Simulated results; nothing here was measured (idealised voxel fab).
Proc. module: voxel transistor to metal
Each square cell in cross-section cut measures 5 nm, and the section as a whole is 175 nm wide.
When this document writes out a cross-section, it uses a grid of square cells and lists it as bands, beginning at the top and moving down, with a band standing for one or more rows of cells.
Band: top and bottom heights (nm) first, top before bottom; then materials from left to right, widths in nm. "edge to edge" marks a sole material filling the band edge to edge. "air" denotes empty space.
Convention: height 0 is the level below which the wafer, as received, is all one material. The lowest band does not terminate at the bottom but continues downward, represented as "from 0 down".
The expression "30->40" gives the width at the extremes of the band, the first number at its top row of cells and the second at its bottom row, with the width changing by equal amounts from each row to the next in between.
"nothing was modified" -> step changed no cross-section cell.
Basically, "Closed void inventory" tells you about the enclosed voids: empty spaces with no open way to the top, 8 cells or bigger, each written width x height at distance, where distance is from the left edge, all in nm.
Whatever follows a step's settings on its line is a remark the simulator itself makes about that step.
What "overlay nm" on a step's line means: if the step has a mask, that mask lay this far to the right of its planned place, or, when the value is negative, to the left.

Below is the list of planned process steps:
1: RECEIVE (material Si)
2: OXIDIZE (depth nm 5)
3: CONFORMAL_DEP (material SiN; thk nm 15)
4: PATTERN (tone cover; mask id ACTIVE; material resist; width nm 105; thk nm 15; overlay nm 0)
5: DIRECTIONAL_ETCH (etch materials SiN; depth nm 15)
6: DIRECTIONAL_ETCH (etch materials SiO2; depth nm 5)
7: DIRECTIONAL_ETCH (etch materials Si; depth nm 30)
8: STRIP (etch materials resist)
9: OXIDIZE (depth nm 5)
10: FILL_DEP (material SiO2; thk nm 15)
11: CMP (height nm 15)
12: SELECTIVE_ETCH (etch materials SiO2; depth nm 5)
13: STRIP (etch materials SiN)
14: SELECTIVE_ETCH (etch materials SiO2; depth nm 5)
15: OXIDIZE (depth nm 5)
16: DIRECTIONAL_DEP (material polySi; thk nm 30)
17: DIRECTIONAL_DEP (material SiCN; thk nm 10)
18: DIRECTIONAL_DEP (material aC; thk nm 10)
19: PATTERN (tone cover; mask id GATE; material resist; width nm 25; thk nm 30; overlay nm 0)
20: DIRECTIONAL_ETCH (etch materials aC; depth nm 10)
21: STRIP (etch materials resist)
22: DIRECTIONAL_ETCH (etch materials SiCN; depth nm 20)
23: DIRECTIONAL_ETCH (etch materials polySi; depth nm 40)
24: STRIP (etch materials aC)
25: CONFORMAL_DEP (material SiN; thk nm 10)
26: DIRECTIONAL_ETCH (etch materials SiN; depth nm 10)
27: DIRECTIONAL_ETCH (etch materials SiO2; depth nm 5)
28: DIRECTIONAL_ETCH (etch materials Si; depth nm 10)
29: EPI (material SiGe; thk nm 10)
30: FILL_DEP (material SiO2; thk nm 10)
31: CMP (height nm 25)
32: STRIP (etch materials polySi)
33: SELECTIVE_ETCH (etch materials SiO2; depth nm 5)
34: CONFORMAL_DEP (material HfO2; thk nm 5)
35: CONFORMAL_DEP (material TiN; thk nm 5)
36: FILL_DEP (material W; thk nm 5)
37: CMP (height nm 20)
38: DIRECTIONAL_DEP (material SiO2; thk nm 15)
39: MASKED_ETCH (tone open; mask id CONTACT; width nm 20; pitch nm 75; etch materials SiO2; depth nm 45; overlay nm 0)
40: CONFORMAL_DEP (material TiN; thk nm 5)
41: FILL_DEP (material Ru; thk nm 5)
42: CMP (height nm 35)
43: DIRECTIONAL_DEP (material TiN; thk nm 5)
44: DIRECTIONAL_DEP (material W; thk nm 25)
45: DIRECTIONAL_DEP (material aC; thk nm 15)
46: PATTERN (tone cover; mask id METAL_1; material resist; width nm 20; pitch nm 75; thk nm 35; overlay nm 0)
47: DIRECTIONAL_ETCH (etch materials aC; depth nm 15)
48: STRIP (etch materials resist)
49: DIRECTIONAL_ETCH (etch materials W; depth nm 25)
50: DIRECTIONAL_ETCH (etch materials TiN; depth nm 5)
51: STRIP (etch materials aC)
52: FILL_DEP (material SiO2; thk nm 5)
53: CMP (height nm 65)
54: CONFORMAL_DEP (material SiCN; thk nm 5)
55: DIRECTIONAL_DEP (material lowk; thk nm 30)
56: DIRECTIONAL_DEP (material aC; thk nm 15)
57: PATTERN (tone open; mask id METAL_2; material resist; width nm 20; pitch nm 75; thk nm 30; overlay nm 0)
58: DIRECTIONAL_ETCH (etch materials aC; depth nm 15)
59: STRIP (etch materials resist)
60: DIRECTIONAL_ETCH (etch materials lowk; depth nm 15)
61: STRIP (etch materials aC)
62: DIRECTIONAL_DEP (material aC; thk nm 15)
63: PATTERN (tone open; mask id METAL_2_HOLES; material resist; width nm 15; pitch nm 75; thk nm 30; overlay nm 0)
64: DIRECTIONAL_ETCH (etch materials aC; depth nm 15)
65: STRIP (etch materials resist)
66: DIRECTIONAL_ETCH (etch materials lowk; depth nm 15)
67: DIRECTIONAL_ETCH (etch materials SiCN; depth nm 5)
68: STRIP (etch materials aC)
69: CONFORMAL_DEP (material TiN; thk nm 5)
70: FILL_DEP (material Cu; thk nm 5)
71: CMP (height nm 100)
72: CONFORMAL_DEP (material SiN; thk nm 5)

So, the first of our two wafers, run just as we planned it:

Incoming wafer, cross-sectional view, post step 1:
- from 0 down: Si edge to edge
- Closed void inventory: none

Cross-section: wafer state after step 2:
- from 0 to -5: SiO2 edge to edge
- No changes below -5.

Cross-section: wafer state after step 3:
- from 15 to 0: SiN edge to edge
- No changes below 0.

Cross-section: wafer state after step 4:
- from 30 to 15: air=35 | resist=105 | air=35
- No changes below 15.

Cross-section: wafer state after step 5:
- from 30 to 15: air=35 | resist=105 | air=35
- from 15 to 0: air=35 | SiN=105 | air=35
- No changes below 0.

Cross-section: wafer state after step 6:
- from 30 to 15: air=35 | resist=105 | air=35
- from 15 to 0: air=35 | SiN=105 | air=35
- from 0 to -5: air=35 | SiO2=105 | air=35
- No changes below -5.

Cross-section: wafer state after step 7:
- from 30 to 15: air=35 | resist=105 | air=35
- from 15 to 0: air=35 | SiN=105 | air=35
- from 0 to -5: air=35 | SiO2=105 | air=35
- from -5 to -35: air=35 | Si=105 | air=35
- No changes below -35.

Cross-section: wafer state after step 8:
- from 15 to 0: air=35 | SiN=105 | air=35
- No changes below 0.

Cross-section: wafer state after step 9:
- from 15 to 0: air=35 | SiN=105 | air=35
- from 0 to -5: air=35 | SiO2=105 | air=35
- from -5 to -35: air=35 | SiO2=5 | Si=95 | SiO2=5 | air=35
- from -35 to -40: SiO2=40 | Si=95 | SiO2=40
- No changes below -40.

Cross-section: wafer state after step 10:
- from 30 to 15: SiO2 edge to edge
- from 15 to 0: SiO2=35 | SiN=105 | SiO2=35
- from 0 to -5: SiO2 edge to edge
- from -5 to -40: SiO2=40 | Si=95 | SiO2=40
- No changes below -40.

Cross-section: wafer state after step 11:
- from 15 to 0: SiO2=35 | SiN=105 | SiO2=35
- No changes below 0.

Cross-section: wafer state after step 12:
- from 15 to 10: air=35 | SiN=105 | air=35
- No changes below 10.

Cross-section: wafer state after step 13:
- from 10 to 0: SiO2=35 | air=105 | SiO2=35
- No changes below 0.

Cross-section: wafer state after step 14:
- from 5 to -5: SiO2=30 | air=115 | SiO2=30
- No changes below -5.

Cross-section: wafer state after step 15:
- from 5 to -5: SiO2=30 | air=115 | SiO2=30
- from -5 to -10: SiO2 edge to edge
- No changes below -10.

Cross-section: wafer state after step 16:
- from 35 to 25: polySi=30 | air=115 | polySi=30
- from 25 to 5: polySi edge to edge
- from 5 to -5: SiO2=30 | polySi=115 | SiO2=30
- No changes below -5.

Cross-section: wafer state after step 17:
- from 45 to 35: SiCN=30 | air=115 | SiCN=30
- from 35 to 25: polySi=30 | SiCN=115 | polySi=30
- No changes below 25.

Cross-section: wafer state after step 18:
- from 55 to 45: aC=30 | air=115 | aC=30
- from 45 to 35: SiCN=30 | aC=115 | SiCN=30
- No changes below 35.

Cross-section: wafer state after step 19:
- from 85 to 55: air=75 | resist=25 | air=75
- from 55 to 45: aC=30 | air=45 | resist=25 | air=45 | aC=30
- No changes below 45.

Cross-section: wafer state after step 20:
- from 75 to 45: air=75 | resist=25 | air=75
- from 45 to 35: SiCN=30 | air=45 | aC=25 | air=45 | SiCN=30
- No changes below 35.

Cross-section: wafer state after step 21:
- from 45 to 35: SiCN=30 | air=45 | aC=25 | air=45 | SiCN=30
- No changes below 35.

Cross-section: wafer state after step 22:
- from 45 to 35: air=75 | aC=25 | air=75
- from 35 to 25: polySi=30 | air=45 | SiCN=25 | air=45 | polySi=30
- No changes below 25.

Cross-section: wafer state after step 23:
- from 45 to 35: air=75 | aC=25 | air=75
- from 35 to 25: air=75 | SiCN=25 | air=75
- from 25 to 5: air=75 | polySi=25 | air=75
- from 5 to -5: SiO2=30 | air=45 | polySi=25 | air=45 | SiO2=30
- No changes below -5.

Cross-section: wafer state after step 24:
- from 35 to 25: air=75 | SiCN=25 | air=75
- No changes below 25.

Cross-section: wafer state after step 25:
- from 45 to 35: air=65 | SiN=45 | air=65
- from 35 to 25: air=65 | SiN=10 | SiCN=25 | SiN=10 | air=65
- from 25 to 15: air=65 | SiN=10 | polySi=25 | SiN=10 | air=65
- from 15 to 5: SiN=40 | air=25 | SiN=10 | polySi=25 | SiN=10 | air=25 | SiN=40
- from 5 to -5: SiO2=30 | SiN=45 | polySi=25 | SiN=45 | SiO2=30
- No changes below -5.

Cross-section: wafer state after step 26:
- from 35 to 25: air=65 | SiN=10 | SiCN=25 | SiN=10 | air=65
- from 25 to 5: air=65 | SiN=10 | polySi=25 | SiN=10 | air=65
- from 5 to -5: SiO2=30 | SiN=10 | air=25 | SiN=10 | polySi=25 | SiN=10 | air=25 | SiN=10 | SiO2=30
- No changes below -5.

Cross-section: wafer state after step 27:
- from 35 to 25: air=65 | SiN=10 | SiCN=25 | SiN=10 | air=65
- from 25 to 5: air=65 | SiN=10 | polySi=25 | SiN=10 | air=65
- from 5 to 0: air=30 | SiN=10 | air=25 | SiN=10 | polySi=25 | SiN=10 | air=25 | SiN=10 | air=30
- from 0 to -5: SiO2=30 | SiN=10 | air=25 | SiN=10 | polySi=25 | SiN=10 | air=25 | SiN=10 | SiO2=30
- from -5 to -10: SiO2=40 | air=25 | SiO2=45 | air=25 | SiO2=40
- No changes below -10.

Cross-section: wafer state after step 28:
- from 35 to 25: air=65 | SiN=10 | SiCN=25 | SiN=10 | air=65
- from 25 to 5: air=65 | SiN=10 | polySi=25 | SiN=10 | air=65
- from 5 to 0: air=30 | SiN=10 | air=25 | SiN=10 | polySi=25 | SiN=10 | air=25 | SiN=10 | air=30
- from 0 to -5: SiO2=30 | SiN=10 | air=25 | SiN=10 | polySi=25 | SiN=10 | air=25 | SiN=10 | SiO2=30
- from -5 to -10: SiO2=40 | air=25 | SiO2=45 | air=25 | SiO2=40
- from -10 to -20: SiO2=40 | air=25 | Si=45 | air=25 | SiO2=40
- No changes below -20.

Cross-section: wafer state after step 29:
- from 35 to 25: air=65 | SiN=10 | SiCN=25 | SiN=10 | air=65
- from 25 to 5: air=65 | SiN=10 | polySi=25 | SiN=10 | air=65
- from 5 to 0: air=30 | SiN=10 | air=25 | SiN=10 | polySi=25 | SiN=10 | air=25 | SiN=10 | air=30
- from 0 to -5: SiO2=30 | SiN=10 | air=15 | SiGe=10 | SiN=10 | polySi=25 | SiN=10 | SiGe=10 | air=15 | SiN=10 | SiO2=30
- from -5 to -10: SiO2=40 | air=15 | SiGe=10 | SiO2=45 | SiGe=10 | air=15 | SiO2=40
- from -10 to -20: SiO2=40 | SiGe=25 | Si=45 | SiGe=25 | SiO2=40
- No changes below -20.

Cross-section: wafer state after step 30:
- from 45 to 35: SiO2 edge to edge
- from 35 to 25: SiO2=65 | SiN=10 | SiCN=25 | SiN=10 | SiO2=65
- from 25 to 5: SiO2=65 | SiN=10 | polySi=25 | SiN=10 | SiO2=65
- from 5 to 0: SiO2=30 | SiN=10 | SiO2=25 | SiN=10 | polySi=25 | SiN=10 | SiO2=25 | SiN=10 | SiO2=30
- from 0 to -5: SiO2=30 | SiN=10 | SiO2=15 | SiGe=10 | SiN=10 | polySi=25 | SiN=10 | SiGe=10 | SiO2=15 | SiN=10 | SiO2=30
- from -5 to -10: SiO2=55 | SiGe=10 | SiO2=45 | SiGe=10 | SiO2=55
- No changes below -10.

Cross-section: wafer state after step 31:
- from 25 to 5: SiO2=65 | SiN=10 | polySi=25 | SiN=10 | SiO2=65
- No changes below 5.

Cross-section: wafer state after step 32:
- from 25 to 5: SiO2=65 | SiN=10 | air=25 | SiN=10 | SiO2=65
- from 5 to 0: SiO2=30 | SiN=10 | SiO2=25 | SiN=10 | air=25 | SiN=10 | SiO2=25 | SiN=10 | SiO2=30
- from 0 to -5: SiO2=30 | SiN=10 | SiO2=15 | SiGe=10 | SiN=10 | air=25 | SiN=10 | SiGe=10 | SiO2=15 | SiN=10 | SiO2=30
- No changes below -5.

Cross-section: wafer state after step 33:
- from 25 to 20: air=65 | SiN=10 | air=25 | SiN=10 | air=65
- from 20 to 5: SiO2=65 | SiN=10 | air=25 | SiN=10 | SiO2=65
- from 5 to 0: SiO2=30 | SiN=10 | SiO2=25 | SiN=10 | air=25 | SiN=10 | SiO2=25 | SiN=10 | SiO2=30
- from 0 to -5: SiO2=30 | SiN=10 | SiO2=15 | SiGe=10 | SiN=10 | air=25 | SiN=10 | SiGe=10 | SiO2=15 | SiN=10 | SiO2=30
- from -5 to -10: SiO2=55 | SiGe=10 | SiO2=5 | air=35 | SiO2=5 | SiGe=10 | SiO2=55
- No changes below -10.

Cross-section: wafer state after step 34:
- from 30 to 25: air=60 | HfO2=20 | air=15 | HfO2=20 | air=60
- from 25 to 20: HfO2=65 | SiN=10 | HfO2=5 | air=15 | HfO2=5 | SiN=10 | HfO2=65
- from 20 to 5: SiO2=65 | SiN=10 | HfO2=5 | air=15 | HfO2=5 | SiN=10 | SiO2=65
- from 5 to 0: SiO2=30 | SiN=10 | SiO2=25 | SiN=10 | HfO2=5 | air=15 | HfO2=5 | SiN=10 | SiO2=25 | SiN=10 | SiO2=30
- from 0 to -5: SiO2=30 | SiN=10 | SiO2=15 | SiGe=10 | SiN=10 | HfO2=5 | air=15 | HfO2=5 | SiN=10 | SiGe=10 | SiO2=15 | SiN=10 | SiO2=30
- from -5 to -10: SiO2=55 | SiGe=10 | SiO2=5 | HfO2=35 | SiO2=5 | SiGe=10 | SiO2=55
- No changes below -10.

Cross-section: wafer state after step 35:
- from 35 to 30: air=55 | TiN=30 | air=5 | TiN=30 | air=55
- from 30 to 25: TiN=60 | HfO2=20 | TiN=5 | air=5 | TiN=5 | HfO2=20 | TiN=60
- from 25 to 20: HfO2=65 | SiN=10 | HfO2=5 | TiN=5 | air=5 | TiN=5 | HfO2=5 | SiN=10 | HfO2=65
- from 20 to 5: SiO2=65 | SiN=10 | HfO2=5 | TiN=5 | air=5 | TiN=5 | HfO2=5 | SiN=10 | SiO2=65
- from 5 to 0: SiO2=30 | SiN=10 | SiO2=25 | SiN=10 | HfO2=5 | TiN=5 | air=5 | TiN=5 | HfO2=5 | SiN=10 | SiO2=25 | SiN=10 | SiO2=30
- from 0 to -5: SiO2=30 | SiN=10 | SiO2=15 | SiGe=10 | SiN=10 | HfO2=5 | TiN=15 | HfO2=5 | SiN=10 | SiGe=10 | SiO2=15 | SiN=10 | SiO2=30
- No changes below -5.

Cross-section: wafer state after step 36:
- from 40 to 35: W edge to edge
- from 35 to 30: W=55 | TiN=30 | W=5 | TiN=30 | W=55
- from 30 to 25: TiN=60 | HfO2=20 | TiN=5 | W=5 | TiN=5 | HfO2=20 | TiN=60
- from 25 to 20: HfO2=65 | SiN=10 | HfO2=5 | TiN=5 | W=5 | TiN=5 | HfO2=5 | SiN=10 | HfO2=65
- from 20 to 5: SiO2=65 | SiN=10 | HfO2=5 | TiN=5 | W=5 | TiN=5 | HfO2=5 | SiN=10 | SiO2=65
- from 5 to 0: SiO2=30 | SiN=10 | SiO2=25 | SiN=10 | HfO2=5 | TiN=5 | W=5 | TiN=5 | HfO2=5 | SiN=10 | SiO2=25 | SiN=10 | SiO2=30
- No changes below 0.

Cross-section: wafer state after step 37:
- from 20 to 5: SiO2=65 | SiN=10 | HfO2=5 | TiN=5 | W=5 | TiN=5 | HfO2=5 | SiN=10 | SiO2=65
- No changes below 5.

Cross-section: wafer state after step 38:
- from 35 to 20: SiO2 edge to edge
- No changes below 20.

Cross-section: wafer state after step 39:
- from 35 to 20: SiO2=40 | air=20 | SiO2=55 | air=20 | SiO2=40
- from 20 to 5: SiO2=40 | air=20 | SiO2=5 | SiN=10 | HfO2=5 | TiN=5 | W=5 | TiN=5 | HfO2=5 | SiN=10 | SiO2=5 | air=20 | SiO2=40
- from 5 to 0: SiO2=30 | SiN=10 | air=20 | SiO2=5 | SiN=10 | HfO2=5 | TiN=5 | W=5 | TiN=5 | HfO2=5 | SiN=10 | SiO2=5 | air=20 | SiN=10 | SiO2=30
- from 0 to -5: SiO2=30 | SiN=10 | air=15 | SiGe=10 | SiN=10 | HfO2=5 | TiN=15 | HfO2=5 | SiN=10 | SiGe=10 | air=15 | SiN=10 | SiO2=30
- from -5 to -10: SiO2=40 | air=15 | SiGe=10 | SiO2=5 | HfO2=35 | SiO2=5 | SiGe=10 | air=15 | SiO2=40
- No changes below -10.

Cross-section: wafer state after step 40:
- from 40 to 35: TiN=45 | air=10 | TiN=65 | air=10 | TiN=45
- from 35 to 20: SiO2=40 | TiN=5 | air=10 | TiN=5 | SiO2=55 | TiN=5 | air=10 | TiN=5 | SiO2=40
- from 20 to 5: SiO2=40 | TiN=5 | air=10 | TiN=5 | SiO2=5 | SiN=10 | HfO2=5 | TiN=5 | W=5 | TiN=5 | HfO2=5 | SiN=10 | SiO2=5 | TiN=5 | air=10 | TiN=5 | SiO2=40
- from 5 to 0: SiO2=30 | SiN=10 | TiN=5 | air=5 | TiN=10 | SiO2=5 | SiN=10 | HfO2=5 | TiN=5 | W=5 | TiN=5 | HfO2=5 | SiN=10 | SiO2=5 | TiN=10 | air=5 | TiN=5 | SiN=10 | SiO2=30
- from 0 to -5: SiO2=30 | SiN=10 | TiN=5 | air=5 | TiN=5 | SiGe=10 | SiN=10 | HfO2=5 | TiN=15 | HfO2=5 | SiN=10 | SiGe=10 | TiN=5 | air=5 | TiN=5 | SiN=10 | SiO2=30
- from -5 to -10: SiO2=40 | TiN=15 | SiGe=10 | SiO2=5 | HfO2=35 | SiO2=5 | SiGe=10 | TiN=15 | SiO2=40
- No changes below -10.

Cross-section: wafer state after step 41:
- from 45 to 40: Ru edge to edge
- from 40 to 35: TiN=45 | Ru=10 | TiN=65 | Ru=10 | TiN=45
- from 35 to 20: SiO2=40 | TiN=5 | Ru=10 | TiN=5 | SiO2=55 | TiN=5 | Ru=10 | TiN=5 | SiO2=40
- from 20 to 5: SiO2=40 | TiN=5 | Ru=10 | TiN=5 | SiO2=5 | SiN=10 | HfO2=5 | TiN=5 | W=5 | TiN=5 | HfO2=5 | SiN=10 | SiO2=5 | TiN=5 | Ru=10 | TiN=5 | SiO2=40
- from 5 to 0: SiO2=30 | SiN=10 | TiN=5 | Ru=5 | TiN=10 | SiO2=5 | SiN=10 | HfO2=5 | TiN=5 | W=5 | TiN=5 | HfO2=5 | SiN=10 | SiO2=5 | TiN=10 | Ru=5 | TiN=5 | SiN=10 | SiO2=30
- from 0 to -5: SiO2=30 | SiN=10 | TiN=5 | Ru=5 | TiN=5 | SiGe=10 | SiN=10 | HfO2=5 | TiN=15 | HfO2=5 | SiN=10 | SiGe=10 | TiN=5 | Ru=5 | TiN=5 | SiN=10 | SiO2=30
- No changes below -5.

Cross-section: wafer state after step 42:
- from 35 to 20: SiO2=40 | TiN=5 | Ru=10 | TiN=5 | SiO2=55 | TiN=5 | Ru=10 | TiN=5 | SiO2=40
- No changes below 20.

Cross-section: wafer state after step 43:
- from 40 to 35: TiN edge to edge
- No changes below 35.

Cross-section: wafer state after step 44:
- from 65 to 40: W edge to edge
- No changes below 40.

Cross-section: wafer state after step 45:
- from 80 to 65: aC edge to edge
- No changes below 65.

Cross-section: wafer state after step 46:
- from 115 to 80: air=40 | resist=20 | air=55 | resist=20 | air=40
- No changes below 80.

Cross-section: wafer state after step 47:
- from 100 to 80: air=40 | resist=20 | air=55 | resist=20 | air=40
- from 80 to 65: air=40 | aC=20 | air=55 | aC=20 | air=40
- No changes below 65.

Cross-section: wafer state after step 48:
- from 80 to 65: air=40 | aC=20 | air=55 | aC=20 | air=40
- No changes below 65.

Cross-section: wafer state after step 49:
- from 80 to 65: air=40 | aC=20 | air=55 | aC=20 | air=40
- from 65 to 40: air=40 | W=20 | air=55 | W=20 | air=40
- No changes below 40.

Cross-section: wafer state after step 50:
- from 80 to 65: air=40 | aC=20 | air=55 | aC=20 | air=40
- from 65 to 40: air=40 | W=20 | air=55 | W=20 | air=40
- from 40 to 35: air=40 | TiN=20 | air=55 | TiN=20 | air=40
- No changes below 35.

Cross-section: wafer state after step 51:
- from 65 to 40: air=40 | W=20 | air=55 | W=20 | air=40
- No changes below 40.

Cross-section: wafer state after step 52:
- from 70 to 65: SiO2 edge to edge
- from 65 to 40: SiO2=40 | W=20 | SiO2=55 | W=20 | SiO2=40
- from 40 to 35: SiO2=40 | TiN=20 | SiO2=55 | TiN=20 | SiO2=40
- No changes below 35.

Cross-section: wafer state after step 53:
- from 65 to 40: SiO2=40 | W=20 | SiO2=55 | W=20 | SiO2=40
- No changes below 40.

Cross-section: wafer state after step 54:
- from 70 to 65: SiCN edge to edge
- No changes below 65.

Cross-section: wafer state after step 55:
- from 100 to 70: lowk edge to edge
- No changes below 70.

Cross-section: wafer state after step 56:
- from 115 to 100: aC edge to edge
- No changes below 100.

Cross-section: wafer state after step 57:
- from 145 to 115: resist=40 | air=20 | resist=55 | air=20 | resist=40
- No changes below 115.

Cross-section: wafer state after step 58:
- from 130 to 115: resist=40 | air=20 | resist=55 | air=20 | resist=40
- from 115 to 100: aC=40 | air=20 | aC=55 | air=20 | aC=40
- No changes below 100.

Cross-section: wafer state after step 59:
- from 115 to 100: aC=40 | air=20 | aC=55 | air=20 | aC=40
- No changes below 100.

Cross-section: wafer state after step 60:
- from 115 to 100: aC=40 | air=20 | aC=55 | air=20 | aC=40
- from 100 to 85: lowk=40 | air=20 | lowk=55 | air=20 | lowk=40
- No changes below 85.

Cross-section: wafer state after step 61:
- from 100 to 85: lowk=40 | air=20 | lowk=55 | air=20 | lowk=40
- No changes below 85.

Cross-section: wafer state after step 62:
- from 115 to 100: aC=40 | air=20 | aC=55 | air=20 | aC=40
- from 100 to 85: lowk=40 | aC=20 | lowk=55 | aC=20 | lowk=40
- No changes below 85.

Cross-section: wafer state after step 63:
- from 145 to 115: resist=40 | air=15 | resist=60 | air=15 | resist=45
- from 115 to 100: aC=40 | air=15 | resist=5 | aC=55 | air=15 | resist=5 | aC=40
- No changes below 100.

Cross-section: wafer state after step 64:
- from 130 to 115: resist=40 | air=15 | resist=60 | air=15 | resist=45
- from 115 to 100: aC=40 | air=15 | resist=5 | aC=55 | air=15 | resist=5 | aC=40
- from 100 to 85: lowk=40 | air=15 | aC=5 | lowk=55 | air=15 | aC=5 | lowk=40
- No changes below 85.

Cross-section: wafer state after step 65:
- from 115 to 100: aC=40 | air=20 | aC=55 | air=20 | aC=40
- No changes below 100.

Cross-section: wafer state after step 66:
- from 115 to 100: aC=40 | air=20 | aC=55 | air=20 | aC=40
- from 100 to 85: lowk=40 | air=15 | aC=5 | lowk=55 | air=15 | aC=5 | lowk=40
- from 85 to 70: lowk=40 | air=15 | lowk=60 | air=15 | lowk=45
- No changes below 70.

Cross-section: wafer state after step 67:
- from 115 to 100: aC=40 | air=20 | aC=55 | air=20 | aC=40
- from 100 to 85: lowk=40 | air=15 | aC=5 | lowk=55 | air=15 | aC=5 | lowk=40
- from 85 to 70: lowk=40 | air=15 | lowk=60 | air=15 | lowk=45
- from 70 to 65: SiCN=40 | air=15 | SiCN=60 | air=15 | SiCN=45
- No changes below 65.

Cross-section: wafer state after step 68:
- from 100 to 85: lowk=40 | air=20 | lowk=55 | air=20 | lowk=40
- No changes below 85.

Cross-section: wafer state after step 69:
- from 105 to 100: TiN=45 | air=10 | TiN=65 | air=10 | TiN=45
- from 100 to 90: lowk=40 | TiN=5 | air=10 | TiN=5 | lowk=55 | TiN=5 | air=10 | TiN=5 | lowk=40
- from 90 to 85: lowk=40 | TiN=5 | air=5 | TiN=10 | lowk=55 | TiN=5 | air=5 | TiN=10 | lowk=40
- from 85 to 70: lowk=40 | TiN=5 | air=5 | TiN=5 | lowk=60 | TiN=5 | air=5 | TiN=5 | lowk=45
- from 70 to 65: SiCN=40 | TiN=15 | SiCN=60 | TiN=15 | SiCN=45
- No changes below 65.

Cross-section: wafer state after step 70:
- from 110 to 105: Cu edge to edge
- from 105 to 100: TiN=45 | Cu=10 | TiN=65 | Cu=10 | TiN=45
- from 100 to 90: lowk=40 | TiN=5 | Cu=10 | TiN=5 | lowk=55 | TiN=5 | Cu=10 | TiN=5 | lowk=40
- from 90 to 85: lowk=40 | TiN=5 | Cu=5 | TiN=10 | lowk=55 | TiN=5 | Cu=5 | TiN=10 | lowk=40
- from 85 to 70: lowk=40 | TiN=5 | Cu=5 | TiN=5 | lowk=60 | TiN=5 | Cu=5 | TiN=5 | lowk=45
- No changes below 70.

Cross-section: wafer state after step 71:
- from 100 to 90: lowk=40 | TiN=5 | Cu=10 | TiN=5 | lowk=55 | TiN=5 | Cu=10 | TiN=5 | lowk=40
- No changes below 90.

Cross-section: wafer state after step 72:
- from 105 to 100: SiN edge to edge
- No changes below 100.

Wafer two of the pair: same origin, same plan, one error during the run; identical to wafer one up to and including step 53:

Second wafer, section view, time point: scheduled end of step 54:
- from 70 to 65: Ru edge to edge
- No changes below 65.

Second wafer, section view, time point: scheduled end of step 55:
- from 100 to 70: lowk edge to edge
- No changes below 70.

Second wafer, section view, time point: scheduled end of step 56:
- from 115 to 100: aC edge to edge
- No changes below 100.

Second wafer, section view, time point: scheduled end of step 57:
- from 145 to 115: resist=40 | air=20 | resist=55 | air=20 | resist=40
- No changes below 115.

Second wafer, section view, time point: scheduled end of step 58:
- from 130 to 115: resist=40 | air=20 | resist=55 | air=20 | resist=40
- from 115 to 100: aC=40 | air=20 | aC=55 | air=20 | aC=40
- No changes below 100.

Second wafer, section view, time point: scheduled end of step 59:
- from 115 to 100: aC=40 | air=20 | aC=55 | air=20 | aC=40
- No changes below 100.

Second wafer, section view, time point: scheduled end of step 60:
- from 115 to 100: aC=40 | air=20 | aC=55 | air=20 | aC=40
- from 100 to 85: lowk=40 | air=20 | lowk=55 | air=20 | lowk=40
- No changes below 85.

Second wafer, section view, time point: scheduled end of step 61:
- from 100 to 85: lowk=40 | air=20 | lowk=55 | air=20 | lowk=40
- No changes below 85.

Second wafer, section view, time point: scheduled end of step 62:
- from 115 to 100: aC=40 | air=20 | aC=55 | air=20 | aC=40
- from 100 to 85: lowk=40 | aC=20 | lowk=55 | aC=20 | lowk=40
- No changes below 85.

Second wafer, section view, time point: scheduled end of step 63:
- from 145 to 115: resist=40 | air=15 | resist=60 | air=15 | resist=45
- from 115 to 100: aC=40 | air=15 | resist=5 | aC=55 | air=15 | resist=5 | aC=40
- No changes below 100.

Second wafer, section view, time point: scheduled end of step 64:
- from 130 to 115: resist=40 | air=15 | resist=60 | air=15 | resist=45
- from 115 to 100: aC=40 | air=15 | resist=5 | aC=55 | air=15 | resist=5 | aC=40
- from 100 to 85: lowk=40 | air=15 | aC=5 | lowk=55 | air=15 | aC=5 | lowk=40
- No changes below 85.

Second wafer, section view, time point: scheduled end of step 65:
- from 115 to 100: aC=40 | air=20 | aC=55 | air=20 | aC=40
- No changes below 100.

Second wafer, section view, time point: scheduled end of step 66:
- from 115 to 100: aC=40 | air=20 | aC=55 | air=20 | aC=40
- from 100 to 85: lowk=40 | air=15 | aC=5 | lowk=55 | air=15 | aC=5 | lowk=40
- from 85 to 70: lowk=40 | air=15 | lowk=60 | air=15 | lowk=45
- No changes below 70.

Second wafer, section view, time point: scheduled end of step 67: nothing was modified

Second wafer, section view, time point: scheduled end of step 68:
- from 100 to 85: lowk=40 | air=20 | lowk=55 | air=20 | lowk=40
- No changes below 85.

Second wafer, section view, time point: scheduled end of step 69:
- from 105 to 100: TiN=45 | air=10 | TiN=65 | air=10 | TiN=45
- from 100 to 90: lowk=40 | TiN=5 | air=10 | TiN=5 | lowk=55 | TiN=5 | air=10 | TiN=5 | lowk=40
- from 90 to 85: lowk=40 | TiN=5 | air=5 | TiN=10 | lowk=55 | TiN=5 | air=5 | TiN=10 | lowk=40
- from 85 to 75: lowk=40 | TiN=5 | air=5 | TiN=5 | lowk=60 | TiN=5 | air=5 | TiN=5 | lowk=45
- from 75 to 70: lowk=40 | TiN=15 | lowk=60 | TiN=15 | lowk=45
- No changes below 70.

Second wafer, section view, time point: scheduled end of step 70:
- from 110 to 105: Cu edge to edge
- from 105 to 100: TiN=45 | Cu=10 | TiN=65 | Cu=10 | TiN=45
- from 100 to 90: lowk=40 | TiN=5 | Cu=10 | TiN=5 | lowk=55 | TiN=5 | Cu=10 | TiN=5 | lowk=40
- from 90 to 85: lowk=40 | TiN=5 | Cu=5 | TiN=10 | lowk=55 | TiN=5 | Cu=5 | TiN=10 | lowk=40
- from 85 to 75: lowk=40 | TiN=5 | Cu=5 | TiN=5 | lowk=60 | TiN=5 | Cu=5 | TiN=5 | lowk=45
- No changes below 75.

Second wafer, section view, time point: scheduled end of step 71:
- from 100 to 90: lowk=40 | TiN=5 | Cu=10 | TiN=5 | lowk=55 | TiN=5 | Cu=10 | TiN=5 | lowk=40
- No changes below 90.

Second wafer, section view, time point: scheduled end of step 72:
- from 105 to 100: SiN edge to edge
- No changes below 100.
Diagnosis: the process deviated at step 54: the operation and settings actually run there were CONFORMAL_DEP (material Ru; thk nm 5)
at the end the second wafer has, in cells: Cu -2, Ru +35, SiCN -29, TiN -4
